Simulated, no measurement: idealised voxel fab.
process module | voxel lift off
cross-section cut | 215 nm wide | cells 5 nm
A cross-section is a grid of square cells, given in bands from the top down. A band is one or more rows of cells.
Each band's line starts with the height of the band's top and of its bottom, in nm. Then come its materials from left to right, each with its width in nm. One material with "throughout" fills the band from edge to edge. "air" is empty space.
Height 0 is the level under which the wafer as received is all one material. The lowest band goes on downwards, as in "0 down".
A width such as "30 to 40" changes by the same amount from each row of cells to the next, from the band's top row to its bottom row.
"no change" after a step means that no cell of the cross-section changed.
closed voids: empty space of 8 cells or more with no open way to the top, each as width x height at its distance from the left edge, in nm
after a step's settings: what the simulator itself notes on the step
overlay nm, on a step with a mask: how far to the right of its planned place the mask lay; to the left if negative
plan
1 op RECEIVE | material Si
2 op CONFORMAL_DEP | material Al2O3 | thk nm 5
3 op PATTERN | tone open | mask id LINES | material resist | width nm 15 | pitch nm 45 | thk nm 20 | overlay nm 0
4 op DIRECTIONAL_DEP | material Ru | thk nm 5
5 op STRIP | etch materials resist
6 op CONFORMAL_DEP | material SiCN | thk nm 10
varied across the wafers: thk nm of step 4. The plan shows the first wafer's value. All wafers start alike
first wafer as received, after step 1
  0 down: Si throughout
  closed voids: none
each wafer at the end: cells of each material gained (+) or lost (-) since it was received, then its closed voids
thk nm 5 | +43 Al2O3 | +9 Ru | +98 SiCN | closed voids: none
thk nm 10 | +43 Al2O3 | +18 Ru | +110 SiCN | closed voids: none
thk nm 15 | +43 Al2O3 | +27 Ru | +122 SiCN | closed voids: none
